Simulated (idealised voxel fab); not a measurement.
Documented hereafter: the process module known as voxel gate over fins.
Cross-sectional view cut (width: 215 nm; square cell size: 5 nm).
Cross-section, as written here: a square-cell grid given band by band from the top down, where a band holds one or more rows of cells. This entry defines a band. It first specifies the height of the band's top and the height of its bottom in nm, and then specifies the band's materials from left to right, stating each material with its width in nm. The word "all across" identifies a single material that fills the band from edge to edge, while the word "empty" identifies empty space. Ref level 0: as-received wafer is one material below here. Bottom band extends down with no lower bound ("0 -> down"). Quick explanation for "30->40": the width changes in equal steps down the rows of cells, from the first number in the band's top row to the second number in its bottom row. Step note "all unchanged" = no cross-section cell changed. Empty spaces counting at least 8 cells and having no open way to the top are listed in "Internal closed voids". The notation width x height at distance is used for each, the distance being from the left edge and all three values in nm. Step line, after settings: the simulator's comment on this step. "overlay nm" on a masked step: distance the mask lay right of its planned place, negative for left.

The following list gives the planned process steps:
1,RECEIVE | material Si
2,CONFORMAL_DEP | material SiN | thk nm 10
3,MASKED_ETCH | tone cover | mask id FINS | width nm 15 | pitch nm 40 | etch materials SiN | depth nm 10 | overlay nm 0
4,MASKED_ETCH | tone cover | mask id FINS | width nm 15 | pitch nm 40 | etch materials Si | depth nm 35 | overlay nm 0
5,OXIDIZE | depth nm 5
6,FILL_DEP | material SiO2 | thk nm 5
7,CMP | height nm 10
8,SELECTIVE_ETCH | etch materials SiO2 | depth nm 20
9,STRIP | etch materials SiN
10,CONFORMAL_DEP | material HfO2 | thk nm 5
11,CONFORMAL_DEP | material TiN | thk nm 5
12,CONFORMAL_DEP | material TiAl | thk nm 5
13,CONFORMAL_DEP | material TiN | thk nm 5
14,FILL_DEP | material W | thk nm 10
15,CMP | height nm 25
16,CONFORMAL_DEP | material SiCN | thk nm 10

Wafer at receipt (post step 1), cross-section:
	0 -> down = Si all across
	Internal closed voids: none

Post-module cross-section: identical start and plan to those above, one misstep in execution:
	35 -> 25 = SiCN all across
	25 -> 20 = W all across
	20 -> 15 = TiN all across
	15 -> 10 = TiAl all across
	10 -> 5 = TiN=85  TiAl=5  TiN=35  TiAl=5  TiN=85
	5 -> 0 = HfO2=80  TiN=15  HfO2=25  TiN=15  HfO2=80
	0 -> -5 = Si=75  HfO2=25  Si=15  HfO2=25  Si=75
	-5 -> down = Si all across
	Internal closed voids: none
Here's what went sideways: step 3 ran differently from the plan; actual operation with settings: MASKED_ETCH | tone open | mask id FINS | width nm 15 | pitch nm 40 | etch materials SiN | depth nm 10 | overlay nm 0
